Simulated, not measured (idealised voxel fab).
The name of this process module is voxel gate over fins.
Cross-section cut: width 230 nm, square cells of 5 nm.
In this document a cross-section is written as a grid of square cells. It is given as a series of bands, listed from the top down, and a band is one or more rows of cells.
Per band: top height and bottom height in nm, followed by the left-to-right materials and their widths in nm; "everywhere" marks a single material spanning edge to edge, "blank" marks empty space.
Height 0 is the level under which the wafer as received is all one material. The lowest band goes on downwards, as in "z 0 and below".
With a width like "30..40", each row of cells in the band differs from the next by the same amount, the top row carrying the first number and the bottom row the second.
What does "left unchanged" mean for a step? It means no cell of the cross-section changed in that step.
Empty spaces counting at least 8 cells and having no open way to the top are listed in "Unvented cavities". The notation width x height at distance is used for each, the distance being from the left edge and all three values in nm.
Formally, on a step line, whatever follows the settings is a remark that the simulator itself makes on the step.
For masked steps, "overlay nm" on the step line gives how far right of plan the mask actually lay; a minus sign means it lay to the left.
## Intended process steps
| 1 | RECEIVE (material Si) |
| 2 | CONFORMAL_DEP (material SiN; thk nm 5) |
| 3 | MASKED_ETCH (tone cover; mask id FINS; width nm 15; pitch nm 35; etch materials SiN; depth nm 5; overlay nm 0) |
| 4 | MASKED_ETCH (tone cover; mask id FINS; width nm 15; pitch nm 35; etch materials Si; depth nm 40; overlay nm 0) |
| 5 | OXIDIZE (depth nm 5) |
| 6 | FILL_DEP (material SiO2; thk nm 10) |
| 7 | CMP (height nm 5) |
| 8 | SELECTIVE_ETCH (etch materials SiO2; depth nm 20) |
| 9 | STRIP (etch materials SiN) |
| 10 | CONFORMAL_DEP (material HfO2; thk nm 5) |
| 11 | CONFORMAL_DEP (material TiN; thk nm 5) |
| 12 | FILL_DEP (material W; thk nm 15) |
| 13 | CMP (height nm 20) |
| 14 | CONFORMAL_DEP (material SiCN; thk nm 5) |
## First wafer out of two, processed as planned
## Cross-section of the wafer upon arrival, representing the state reached after step 1
* z 0 and below  Si everywhere
* Unvented cavities: none
## Take a look at the wafer's cross-section after step 2
* z 5 to 0  SiN everywhere
* All layers under 0 are left as they were.
## Take a look at the wafer's cross-section after step 3
* z 5 to 0  blank 70 | SiN 15 | blank 20 | SiN 15 | blank 20 | SiN 15 | blank 75
* All layers under 0 are left as they were.
## Take a look at the wafer's cross-section after step 4
* z 5 to 0  blank 70 | SiN 15 | blank 20 | SiN 15 | blank 20 | SiN 15 | blank 75
* z 0 to -40  blank 70 | Si 15 | blank 20 | Si 15 | blank 20 | Si 15 | blank 75
* All layers under -40 are left as they were.
## Take a look at the wafer's cross-section after step 5
* z 5 to 0  blank 70 | SiN 15 | blank 20 | SiN 15 | blank 20 | SiN 15 | blank 75
* z 0 to -40  blank 70 | SiO2 5 | Si 5 | SiO2 5 | blank 20 | SiO2 5 | Si 5 | SiO2 5 | blank 20 | SiO2 5 | Si 5 | SiO2 5 | blank 75
* z -40 to -45  SiO2 75 | Si 5 | SiO2 30 | Si 5 | SiO2 30 | Si 5 | SiO2 80
* All layers under -45 are left as they were.
## Take a look at the wafer's cross-section after step 6
* z 15 to 5  SiO2 everywhere
* z 5 to 0  SiO2 70 | SiN 15 | SiO2 20 | SiN 15 | SiO2 20 | SiN 15 | SiO2 75
* z 0 to -45  SiO2 75 | Si 5 | SiO2 30 | Si 5 | SiO2 30 | Si 5 | SiO2 80
* All layers under -45 are left as they were.
## Take a look at the wafer's cross-section after step 7
* z 5 to 0  SiO2 70 | SiN 15 | SiO2 20 | SiN 15 | SiO2 20 | SiN 15 | SiO2 75
* All layers under 0 are left as they were.
## Take a look at the wafer's cross-section after step 8
* z 5 to 0  blank 70 | SiN 15 | blank 20 | SiN 15 | blank 20 | SiN 15 | blank 75
* z 0 to -15  blank 75 | Si 5 | blank 30 | Si 5 | blank 30 | Si 5 | blank 80
* All layers under -15 are left as they were.
## Take a look at the wafer's cross-section after step 9
* z 0 to -15  blank 75 | Si 5 | blank 30 | Si 5 | blank 30 | Si 5 | blank 80
* All layers under -15 are left as they were.
## Take a look at the wafer's cross-section after step 10
* z 5 to 0  blank 70 | HfO2 15 | blank 20 | HfO2 15 | blank 20 | HfO2 15 | blank 75
* z 0 to -10  blank 70 | HfO2 5 | Si 5 | HfO2 5 | blank 20 | HfO2 5 | Si 5 | HfO2 5 | blank 20 | HfO2 5 | Si 5 | HfO2 5 | blank 75
* z -10 to -15  HfO2 75 | Si 5 | HfO2 30 | Si 5 | HfO2 30 | Si 5 | HfO2 80
* All layers under -15 are left as they were.
## Take a look at the wafer's cross-section after step 11
* z 10 to 5  blank 65 | TiN 25 | blank 10 | TiN 25 | blank 10 | TiN 25 | blank 70
* z 5 to 0  blank 65 | TiN 5 | HfO2 15 | TiN 5 | blank 10 | TiN 5 | HfO2 15 | TiN 5 | blank 10 | TiN 5 | HfO2 15 | TiN 5 | blank 70
* z 0 to -5  blank 65 | TiN 5 | HfO2 5 | Si 5 | HfO2 5 | TiN 5 | blank 10 | TiN 5 | HfO2 5 | Si 5 | HfO2 5 | TiN 5 | blank 10 | TiN 5 | HfO2 5 | Si 5 | HfO2 5 | TiN 5 | blank 70
* z -5 to -10  TiN 70 | HfO2 5 | Si 5 | HfO2 5 | TiN 20 | HfO2 5 | Si 5 | HfO2 5 | TiN 20 | HfO2 5 | Si 5 | HfO2 5 | TiN 75
* All layers under -10 are left as they were.
## Take a look at the wafer's cross-section after step 12
* z 25 to 10  W everywhere
* z 10 to 5  W 65 | TiN 25 | W 10 | TiN 25 | W 10 | TiN 25 | W 70
* z 5 to 0  W 65 | TiN 5 | HfO2 15 | TiN 5 | W 10 | TiN 5 | HfO2 15 | TiN 5 | W 10 | TiN 5 | HfO2 15 | TiN 5 | W 70
* z 0 to -5  W 65 | TiN 5 | HfO2 5 | Si 5 | HfO2 5 | TiN 5 | W 10 | TiN 5 | HfO2 5 | Si 5 | HfO2 5 | TiN 5 | W 10 | TiN 5 | HfO2 5 | Si 5 | HfO2 5 | TiN 5 | W 70
* All layers under -5 are left as they were.
## Take a look at the wafer's cross-section after step 13
* z 20 to 10  W everywhere
* All layers under 10 are left as they were.
## Take a look at the wafer's cross-section after step 14
* z 25 to 20  SiCN everywhere
* All layers under 20 are left as they were.
## The Second Wafer: Common Origin and Plan, One Mistake in Execution, Identical to the First Through Step 9
## Here is the second wafer in cross-section at the point where step 10 of the plan should have been done
* z 5 to 0  blank 70 | TiN 15 | blank 20 | TiN 15 | blank 20 | TiN 15 | blank 75
* z 0 to -10  blank 70 | TiN 5 | Si 5 | TiN 5 | blank 20 | TiN 5 | Si 5 | TiN 5 | blank 20 | TiN 5 | Si 5 | TiN 5 | blank 75
* z -10 to -15  TiN 75 | Si 5 | TiN 30 | Si 5 | TiN 30 | Si 5 | TiN 80
* All layers under -15 are left as they were.
## Here is the second wafer in cross-section at the point where step 11 of the plan should have been done
* z 10 to 5  blank 65 | HfO2 25 | blank 10 | HfO2 25 | blank 10 | HfO2 25 | blank 70
* z 5 to 0  blank 65 | HfO2 5 | TiN 15 | HfO2 5 | blank 10 | HfO2 5 | TiN 15 | HfO2 5 | blank 10 | HfO2 5 | TiN 15 | HfO2 5 | blank 70
* z 0 to -5  blank 65 | HfO2 5 | TiN 5 | Si 5 | TiN 5 | HfO2 5 | blank 10 | HfO2 5 | TiN 5 | Si 5 | TiN 5 | HfO2 5 | blank 10 | HfO2 5 | TiN 5 | Si 5 | TiN 5 | HfO2 5 | blank 70
* z -5 to -10  HfO2 70 | TiN 5 | Si 5 | TiN 5 | HfO2 20 | TiN 5 | Si 5 | TiN 5 | HfO2 20 | TiN 5 | Si 5 | TiN 5 | HfO2 75
* All layers under -10 are left as they were.
## Here is the second wafer in cross-section at the point where step 12 of the plan should have been done
* z 25 to 10  W everywhere
* z 10 to 5  W 65 | HfO2 25 | W 10 | HfO2 25 | W 10 | HfO2 25 | W 70
* z 5 to 0  W 65 | HfO2 5 | TiN 15 | HfO2 5 | W 10 | HfO2 5 | TiN 15 | HfO2 5 | W 10 | HfO2 5 | TiN 15 | HfO2 5 | W 70
* z 0 to -5  W 65 | HfO2 5 | TiN 5 | Si 5 | TiN 5 | HfO2 5 | W 10 | HfO2 5 | TiN 5 | Si 5 | TiN 5 | HfO2 5 | W 10 | HfO2 5 | TiN 5 | Si 5 | TiN 5 | HfO2 5 | W 70
* All layers under -5 are left as they were.
## Here is the second wafer in cross-section at the point where step 13 of the plan should have been done
* z 20 to 10  W everywhere
* All layers under 10 are left as they were.
## Here is the second wafer in cross-section at the point where step 14 of the plan should have been done
* z 25 to 20  SiCN everywhere
* All layers under 20 are left as they were.
Deviation noted in wafer processing: steps 10 and 11 traded places in the executed sequence
When the process is done, the second wafer contains the same cell count of every material as the first wafer, but distributed over other locations.
